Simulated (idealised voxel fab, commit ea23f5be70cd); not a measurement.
The document below concerns the process module designated voxel double patterning.
The figure presents cross-section cut, which has a width of 255 nm and is divided into square cells with an edge length of 5 nm.
Cross-section, as written here: a square-cell grid given band by band from the top down, where a band holds one or more rows of cells.
A band entry consists of two parts. The first gives the height of the band's top and the height of its bottom, in nm. The rest lists the band's materials from left to right, each with its width in nm. A single material labelled with the word "throughout" fills the band from edge to edge, and the word "blank" marks empty space.
Counting heights begins at 0, where everything beneath is, in the wafer as received, one material. The lowest band has no bottom; it goes on downwards, as "from 0 down" shows.
The expression "30->40" gives the width at the extremes of the band, the first number at its top row of cells and the second at its bottom row, with the width changing by equal amounts from each row to the next in between.
What does "same as before" mean for a step? It means no cell of the cross-section changed in that step.
"Unvented voids" means: voids of 8 cells or more that are shut off from the top with no open way through. Written width x height at distance, distance from the left edge, in nm.
Where a step's line continues beyond its settings, the continuation is a remark by the simulator itself on that step.
Regarding "overlay nm": on a step with a mask, it is the distance the mask lay to the right of its planned place; a negative value places it to the left.

Process steps (planned)
1 RECEIVE with material Si
2 CONFORMAL_DEP with material SiO2, thk nm 10
3 DIRECTIONAL_DEP with material polySi, thk nm 15
4 DIRECTIONAL_DEP with material SiCN, thk nm 5
5 DIRECTIONAL_DEP with material aC, thk nm 15
6 PATTERN with tone open, mask id FIRST, material resist, width nm 15, pitch nm 50, thk nm 30, overlay nm 0
7 DIRECTIONAL_ETCH with etch materials aC, depth nm 15
8 STRIP with etch materials resist
9 DIRECTIONAL_ETCH with etch materials SiCN, depth nm 5
10 STRIP with etch materials aC
11 MASKED_ETCH with tone open, mask id SECOND, width nm 15, pitch nm 50, etch materials SiCN, depth nm 5, overlay nm 0
12 DIRECTIONAL_ETCH with etch materials polySi, depth nm 15
13 STRIP with etch materials SiCN

Wafer cross-section on receipt, i.e. after step 1
    from 0 down: Si throughout
    Unvented voids: none

Run as planned - first of the two wafers cross-sectioned at the end of the module
    from 25 to 10: polySi (70), then blank (15), then polySi (10), then blank (15), then polySi (10), then blank (15), then polySi (10), then blank (15), then polySi (10), then blank (15), then polySi (70)
    from 10 to 0: SiO2 throughout
    from 0 down: Si throughout
    Unvented voids: none

Cross-sectional image of the second wafer of the two following completion of the module. Starting state and process plan were the same as for the first wafer; one execution error occurred
    from 15 to 0: polySi (70), then blank (15), then polySi (10), then blank (15), then polySi (10), then blank (15), then polySi (10), then blank (15), then polySi (10), then blank (15), then polySi (70)
    from 0 down: Si throughout
    Unvented voids: none
What was the processing mistake? step 2 of the plan was bypassed and not carried out
End of process, cell counts, second wafer against first, materials with more or fewer: SiO2 -102
